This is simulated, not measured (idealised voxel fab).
Process module heading - voxel local oxidation
Square cells of 5 nm make up the cross-section cut, whose width is 185 nm.
A cross-section is written here as square cells arranged in a grid, and it is given in bands from the top down, each band taking up one or more rows of cells. A band entry consists of two parts. The first gives the height of the band's top and the height of its bottom, in nm. The rest lists the band's materials from left to right, each with its width in nm. A single material labelled with the word "full width" fills the band from edge to edge, and the word "empty" marks empty space. Beneath 0, the wafer as received is one material, and that level is where height counting begins. The lowest band goes on downward without a bottom; it is written like "0 down". You'd read "30->40" like this: the band's top row of cells is as wide as the first number, its bottom row is as wide as the second, and going down, every row changes width by the same amount as the row before did. No cell of the cross-section changed in a step that is given as "no modification". Basically, "Completely enclosed voids" tells you about the enclosed voids: empty spaces with no open way to the top, 8 cells or bigger, each written width x height at distance, where distance is from the left edge, all in nm. Read whatever lies past the settings on a step's line as the simulator's own remark about the step. overlay nm: on a step with a mask, how far right of its planned place the mask lay; negative means left.

This section lists the process steps that were planned:
1: RECEIVE,material Si
2: OXIDIZE,depth nm 5
3: CONFORMAL_DEP,material SiN,thk nm 15
4: DIRECTIONAL_DEP,material aC,thk nm 15
5: PATTERN,tone cover,mask id ACTIVE,material resist,width nm 90,thk nm 35,overlay nm 0
6: DIRECTIONAL_ETCH,etch materials aC,depth nm 15
7: STRIP,etch materials resist
8: DIRECTIONAL_ETCH,etch materials SiN,depth nm 15
9: STRIP,etch materials aC
10: SELECTIVE_ETCH,etch materials SiO2,depth nm 5
11: OXIDIZE,depth nm 15
12: STRIP,etch materials SiN

Cross-sectional view of the wafer in its as-received condition, corresponding to the state after step 1:
  0 down  Si full width
  Completely enclosed voids: none

Wafer cross-section at end of module: start and plan as shown above, one execution error:
  0 to -5  40 of SiO2 | 100 of empty | 45 of SiO2
  -5 to -20  25 of Si | 130 of SiO2 | 30 of Si
  -20 down  Si full width
  Completely enclosed voids: none
The mistake made against the process plan was this: heads up, step 5 didn't go per plan, it actually ran as PATTERN,tone open,mask id ACTIVE,material resist,width nm 90,thk nm 35,overlay nm 0
